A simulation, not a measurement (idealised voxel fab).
The following is a process module called voxel wiring stack.
For reference, the cross-section in this document is cut, with width 240 nm and square cells of 5 nm.
Cross-section, as written here: a square-cell grid given band by band from the top down, where a band holds one or more rows of cells.
The band entry comprises the height of the band's top followed by the height of its bottom, expressed in nm, and subsequently the band's materials from left to right, each stated together with its width in nm. Where a single material is marked with the word "edge to edge", that material fills the band from edge to edge. The word "empty" represents empty space.
Note: height 0 marks the level under which the wafer is uniformly one material as received. Lowest band unbounded below, written "from 0 down".
When a width is written as two numbers, as in "30..40", the first number is the width in the top row of cells of the band and the second is the width in its bottom row, and the width changes by the same amount from each row to the next.
The designation "remained unchanged", where it is given for a processing step, indicates that no cell of the cross-section was altered in the course of that step.
"Closed void entries" enumerates empty spaces isolated from the top, with no open way to it, that contain at least 8 cells, giving each as width x height at distance from the left edge, all three in nm.
Read whatever lies past the settings on a step's line as the simulator's own remark about the step.
"overlay nm" denotes, for a step that has a mask, the displacement of the mask to the right of its planned place, with negative values corresponding to the left.
Steps in the process plan
1) RECEIVE: material Si
2) CONFORMAL_DEP: material SiO2, thk nm 15
3) CONFORMAL_DEP: material SiN, thk nm 5
4) DIRECTIONAL_DEP: material SiO2, thk nm 15
5) PATTERN: tone open, mask id METAL_1, material resist, width nm 30, pitch nm 50, thk nm 20, overlay nm 0
6) DIRECTIONAL_ETCH: etch materials SiO2, depth nm 15
7) DIRECTIONAL_ETCH: etch materials SiN, depth nm 5
8) STRIP: etch materials resist
9) CONFORMAL_DEP: material TiN, thk nm 5
10) FILL_DEP: material Cu, thk nm 10
11) CMP: height nm 35
12) EPI: material Ru, thk nm 5
13) FILL_DEP: material SiCN, thk nm 5
14) DIRECTIONAL_DEP: material lowk, thk nm 25
15) DIRECTIONAL_DEP: material aC, thk nm 15
16) PATTERN: tone open, mask id METAL_2, material resist, width nm 30, pitch nm 50, thk nm 35, overlay nm 0
17) DIRECTIONAL_ETCH: etch materials aC, depth nm 15
18) STRIP: etch materials resist
19) DIRECTIONAL_ETCH: etch materials lowk, depth nm 15
20) STRIP: etch materials aC
21) PATTERN: tone open, mask id METAL_2_HOLES, material resist, width nm 15, thk nm 15, overlay nm 0
22) DIRECTIONAL_ETCH: etch materials lowk, depth nm 10
23) DIRECTIONAL_ETCH: etch materials SiCN, depth nm 5
24) STRIP: etch materials resist
25) CONFORMAL_DEP: material TiN, thk nm 5
26) FILL_DEP: material Ru, thk nm 10
27) CMP: height nm 70
28) CONFORMAL_DEP: material SiN, thk nm 5
The following pertains to the first of two wafers, which was processed as planned
Cross-section: wafer on arrival = after step 1
- from 0 down | Si edge to edge
- Closed void entries: none
Step 2 complete: cross-section through the wafer
- from 15 to 0 | SiO2 edge to edge
- Under 0: no change, same as before.
Step 3 complete: cross-section through the wafer
- from 20 to 15 | SiN edge to edge
- Under 15: no change, same as before.
Step 4 complete: cross-section through the wafer
- from 35 to 20 | SiO2 edge to edge
- Under 20: no change, same as before.
Step 5 complete: cross-section through the wafer
- from 55 to 35 | resist=80 | empty=30 | resist=20 | empty=30 | resist=80
- Under 35: no change, same as before.
Step 6 complete: cross-section through the wafer
- from 55 to 35 | resist=80 | empty=30 | resist=20 | empty=30 | resist=80
- from 35 to 20 | SiO2=80 | empty=30 | SiO2=20 | empty=30 | SiO2=80
- Under 20: no change, same as before.
Step 7 complete: cross-section through the wafer
- from 55 to 35 | resist=80 | empty=30 | resist=20 | empty=30 | resist=80
- from 35 to 20 | SiO2=80 | empty=30 | SiO2=20 | empty=30 | SiO2=80
- from 20 to 15 | SiN=80 | empty=30 | SiN=20 | empty=30 | SiN=80
- Under 15: no change, same as before.
Step 8 complete: cross-section through the wafer
- from 35 to 20 | SiO2=80 | empty=30 | SiO2=20 | empty=30 | SiO2=80
- Under 20: no change, same as before.
Step 9 complete: cross-section through the wafer
- from 40 to 35 | TiN=85 | empty=20 | TiN=30 | empty=20 | TiN=85
- from 35 to 20 | SiO2=80 | TiN=5 | empty=20 | TiN=5 | SiO2=20 | TiN=5 | empty=20 | TiN=5 | SiO2=80
- from 20 to 15 | SiN=80 | TiN=30 | SiN=20 | TiN=30 | SiN=80
- Under 15: no change, same as before.
Step 10 complete: cross-section through the wafer
- from 50 to 40 | Cu edge to edge
- from 40 to 35 | TiN=85 | Cu=20 | TiN=30 | Cu=20 | TiN=85
- from 35 to 20 | SiO2=80 | TiN=5 | Cu=20 | TiN=5 | SiO2=20 | TiN=5 | Cu=20 | TiN=5 | SiO2=80
- Under 20: no change, same as before.
Step 11 complete: cross-section through the wafer
- from 35 to 20 | SiO2=80 | TiN=5 | Cu=20 | TiN=5 | SiO2=20 | TiN=5 | Cu=20 | TiN=5 | SiO2=80
- Under 20: no change, same as before.
Step 12 complete: cross-section through the wafer
- from 40 to 35 | empty=75 | Ru=40 | empty=10 | Ru=40 | empty=75
- Under 35: no change, same as before.
Step 13 complete: cross-section through the wafer
- from 45 to 40 | SiCN edge to edge
- from 40 to 35 | SiCN=75 | Ru=40 | SiCN=10 | Ru=40 | SiCN=75
- Under 35: no change, same as before.
Step 14 complete: cross-section through the wafer
- from 70 to 45 | lowk edge to edge
- Under 45: no change, same as before.
Step 15 complete: cross-section through the wafer
- from 85 to 70 | aC edge to edge
- Under 70: no change, same as before.
Step 16 complete: cross-section through the wafer
- from 120 to 85 | resist=80 | empty=30 | resist=20 | empty=30 | resist=80
- Under 85: no change, same as before.
Step 17 complete: cross-section through the wafer
- from 105 to 85 | resist=80 | empty=30 | resist=20 | empty=30 | resist=80
- from 85 to 70 | aC=80 | empty=30 | aC=20 | empty=30 | aC=80
- Under 70: no change, same as before.
Step 18 complete: cross-section through the wafer
- from 85 to 70 | aC=80 | empty=30 | aC=20 | empty=30 | aC=80
- Under 70: no change, same as before.
Step 19 complete: cross-section through the wafer
- from 85 to 70 | aC=80 | empty=30 | aC=20 | empty=30 | aC=80
- from 70 to 55 | lowk=80 | empty=30 | lowk=20 | empty=30 | lowk=80
- Under 55: no change, same as before.
Step 20 complete: cross-section through the wafer
- from 70 to 55 | lowk=80 | empty=30 | lowk=20 | empty=30 | lowk=80
- Under 55: no change, same as before.
Step 21 complete: cross-section through the wafer
- from 85 to 70 | resist=80 | empty=15 | resist=145
- from 70 to 55 | lowk=80 | empty=15 | resist=15 | lowk=20 | resist=30 | lowk=80
- Under 55: no change, same as before.
Step 22 complete: cross-section through the wafer
- from 85 to 70 | resist=80 | empty=15 | resist=145
- from 70 to 55 | lowk=80 | empty=15 | resist=15 | lowk=20 | resist=30 | lowk=80
- from 55 to 45 | lowk=80 | empty=15 | lowk=145
- Under 45: no change, same as before.
Step 23 complete: cross-section through the wafer
- from 85 to 70 | resist=80 | empty=15 | resist=145
- from 70 to 55 | lowk=80 | empty=15 | resist=15 | lowk=20 | resist=30 | lowk=80
- from 55 to 45 | lowk=80 | empty=15 | lowk=145
- from 45 to 40 | SiCN=80 | empty=15 | SiCN=145
- Under 40: no change, same as before.
Step 24 complete: cross-section through the wafer
- from 70 to 55 | lowk=80 | empty=30 | lowk=20 | empty=30 | lowk=80
- Under 55: no change, same as before.
Step 25 complete: cross-section through the wafer
- from 75 to 70 | TiN=85 | empty=20 | TiN=30 | empty=20 | TiN=85
- from 70 to 60 | lowk=80 | TiN=5 | empty=20 | TiN=5 | lowk=20 | TiN=5 | empty=20 | TiN=5 | lowk=80
- from 60 to 55 | lowk=80 | TiN=5 | empty=5 | TiN=20 | lowk=20 | TiN=30 | lowk=80
- from 55 to 45 | lowk=80 | TiN=5 | empty=5 | TiN=5 | lowk=145
- from 45 to 40 | SiCN=80 | TiN=15 | SiCN=145
- Under 40: no change, same as before.
Step 26 complete: cross-section through the wafer
- from 85 to 75 | Ru edge to edge
- from 75 to 70 | TiN=85 | Ru=20 | TiN=30 | Ru=20 | TiN=85
- from 70 to 60 | lowk=80 | TiN=5 | Ru=20 | TiN=5 | lowk=20 | TiN=5 | Ru=20 | TiN=5 | lowk=80
- from 60 to 55 | lowk=80 | TiN=5 | Ru=5 | TiN=20 | lowk=20 | TiN=30 | lowk=80
- from 55 to 45 | lowk=80 | TiN=5 | Ru=5 | TiN=5 | lowk=145
- Under 45: no change, same as before.
Step 27 complete: cross-section through the wafer
- from 70 to 60 | lowk=80 | TiN=5 | Ru=20 | TiN=5 | lowk=20 | TiN=5 | Ru=20 | TiN=5 | lowk=80
- Under 60: no change, same as before.
Step 28 complete: cross-section through the wafer
- from 75 to 70 | SiN edge to edge
- Under 70: no change, same as before.
The second wafer: identical to the first at the outset and in its planned sequence, differing only in that one mistake was made during processing; up to and including step 4, its path is the first wafer's path
What the second wafer looks like in cross-section when step 5 should have wrapped up
- from 55 to 35 | resist=85 | empty=25 | resist=25 | empty=25 | resist=80
- Under 35: no change, same as before.
What the second wafer looks like in cross-section when step 6 should have wrapped up
- from 55 to 35 | resist=85 | empty=25 | resist=25 | empty=25 | resist=80
- from 35 to 20 | SiO2=85 | empty=25 | SiO2=25 | empty=25 | SiO2=80
- Under 20: no change, same as before.
What the second wafer looks like in cross-section when step 7 should have wrapped up
- from 55 to 35 | resist=85 | empty=25 | resist=25 | empty=25 | resist=80
- from 35 to 20 | SiO2=85 | empty=25 | SiO2=25 | empty=25 | SiO2=80
- from 20 to 15 | SiN=85 | empty=25 | SiN=25 | empty=25 | SiN=80
- Under 15: no change, same as before.
What the second wafer looks like in cross-section when step 8 should have wrapped up
- from 35 to 20 | SiO2=85 | empty=25 | SiO2=25 | empty=25 | SiO2=80
- Under 20: no change, same as before.
What the second wafer looks like in cross-section when step 9 should have wrapped up
- from 40 to 35 | TiN=90 | empty=15 | TiN=35 | empty=15 | TiN=85
- from 35 to 20 | SiO2=85 | TiN=5 | empty=15 | TiN=5 | SiO2=25 | TiN=5 | empty=15 | TiN=5 | SiO2=80
- from 20 to 15 | SiN=85 | TiN=25 | SiN=25 | TiN=25 | SiN=80
- Under 15: no change, same as before.
What the second wafer looks like in cross-section when step 10 should have wrapped up
- from 50 to 40 | Cu edge to edge
- from 40 to 35 | TiN=90 | Cu=15 | TiN=35 | Cu=15 | TiN=85
- from 35 to 20 | SiO2=85 | TiN=5 | Cu=15 | TiN=5 | SiO2=25 | TiN=5 | Cu=15 | TiN=5 | SiO2=80
- Under 20: no change, same as before.
What the second wafer looks like in cross-section when step 11 should have wrapped up
- from 35 to 20 | SiO2=85 | TiN=5 | Cu=15 | TiN=5 | SiO2=25 | TiN=5 | Cu=15 | TiN=5 | SiO2=80
- Under 20: no change, same as before.
What the second wafer looks like in cross-section when step 12 should have wrapped up
- from 40 to 35 | empty=80 | Ru=35 | empty=15 | Ru=35 | empty=75
- Under 35: no change, same as before.
What the second wafer looks like in cross-section when step 13 should have wrapped up
- from 45 to 40 | SiCN edge to edge
- from 40 to 35 | SiCN=80 | Ru=35 | SiCN=15 | Ru=35 | SiCN=75
- Under 35: no change, same as before.
What the second wafer looks like in cross-section when step 14 should have wrapped up
- from 70 to 45 | lowk edge to edge
- Under 45: no change, same as before.
What the second wafer looks like in cross-section when step 15 should have wrapped up
- from 85 to 70 | aC edge to edge
- Under 70: no change, same as before.
What the second wafer looks like in cross-section when step 16 should have wrapped up
- from 120 to 85 | resist=80 | empty=30 | resist=20 | empty=30 | resist=80
- Under 85: no change, same as before.
What the second wafer looks like in cross-section when step 17 should have wrapped up
- from 105 to 85 | resist=80 | empty=30 | resist=20 | empty=30 | resist=80
- from 85 to 70 | aC=80 | empty=30 | aC=20 | empty=30 | aC=80
- Under 70: no change, same as before.
What the second wafer looks like in cross-section when step 18 should have wrapped up
- from 85 to 70 | aC=80 | empty=30 | aC=20 | empty=30 | aC=80
- Under 70: no change, same as before.
What the second wafer looks like in cross-section when step 19 should have wrapped up
- from 85 to 70 | aC=80 | empty=30 | aC=20 | empty=30 | aC=80
- from 70 to 55 | lowk=80 | empty=30 | lowk=20 | empty=30 | lowk=80
- Under 55: no change, same as before.
What the second wafer looks like in cross-section when step 20 should have wrapped up
- from 70 to 55 | lowk=80 | empty=30 | lowk=20 | empty=30 | lowk=80
- Under 55: no change, same as before.
What the second wafer looks like in cross-section when step 21 should have wrapped up
- from 85 to 70 | resist=80 | empty=15 | resist=145
- from 70 to 55 | lowk=80 | empty=15 | resist=15 | lowk=20 | resist=30 | lowk=80
- Under 55: no change, same as before.
What the second wafer looks like in cross-section when step 22 should have wrapped up
- from 85 to 70 | resist=80 | empty=15 | resist=145
- from 70 to 55 | lowk=80 | empty=15 | resist=15 | lowk=20 | resist=30 | lowk=80
- from 55 to 45 | lowk=80 | empty=15 | lowk=145
- Under 45: no change, same as before.
What the second wafer looks like in cross-section when step 23 should have wrapped up
- from 85 to 70 | resist=80 | empty=15 | resist=145
- from 70 to 55 | lowk=80 | empty=15 | resist=15 | lowk=20 | resist=30 | lowk=80
- from 55 to 45 | lowk=80 | empty=15 | lowk=145
- from 45 to 40 | SiCN=80 | empty=15 | SiCN=145
- Under 40: no change, same as before.
What the second wafer looks like in cross-section when step 24 should have wrapped up
- from 70 to 55 | lowk=80 | empty=30 | lowk=20 | empty=30 | lowk=80
- Under 55: no change, same as before.
What the second wafer looks like in cross-section when step 25 should have wrapped up
- from 75 to 70 | TiN=85 | empty=20 | TiN=30 | empty=20 | TiN=85
- from 70 to 60 | lowk=80 | TiN=5 | empty=20 | TiN=5 | lowk=20 | TiN=5 | empty=20 | TiN=5 | lowk=80
- from 60 to 55 | lowk=80 | TiN=5 | empty=5 | TiN=20 | lowk=20 | TiN=30 | lowk=80
- from 55 to 45 | lowk=80 | TiN=5 | empty=5 | TiN=5 | lowk=145
- from 45 to 40 | SiCN=80 | TiN=15 | SiCN=145
- Under 40: no change, same as before.
What the second wafer looks like in cross-section when step 26 should have wrapped up
- from 85 to 75 | Ru edge to edge
- from 75 to 70 | TiN=85 | Ru=20 | TiN=30 | Ru=20 | TiN=85
- from 70 to 60 | lowk=80 | TiN=5 | Ru=20 | TiN=5 | lowk=20 | TiN=5 | Ru=20 | TiN=5 | lowk=80
- from 60 to 55 | lowk=80 | TiN=5 | Ru=5 | TiN=20 | lowk=20 | TiN=30 | lowk=80
- from 55 to 45 | lowk=80 | TiN=5 | Ru=5 | TiN=5 | lowk=145
- Under 45: no change, same as before.
What the second wafer looks like in cross-section when step 27 should have wrapped up
- from 70 to 60 | lowk=80 | TiN=5 | Ru=20 | TiN=5 | lowk=20 | TiN=5 | Ru=20 | TiN=5 | lowk=80
- Under 60: no change, same as before.
What the second wafer looks like in cross-section when step 28 should have wrapped up
- from 75 to 70 | SiN edge to edge
- Under 70: no change, same as before.
Processing error: step 5 was processed under conditions differing from the plan, specifically as PATTERN: tone open, mask id METAL_1, material resist, width nm 25, pitch nm 50, thk nm 20, overlay nm 0
Count the cells at the end and the second wafer has more or fewer of some materials than the first: -6 Cu; -2 Ru; +2 SiCN; +2 SiN; +6 SiO2; -2 TiN
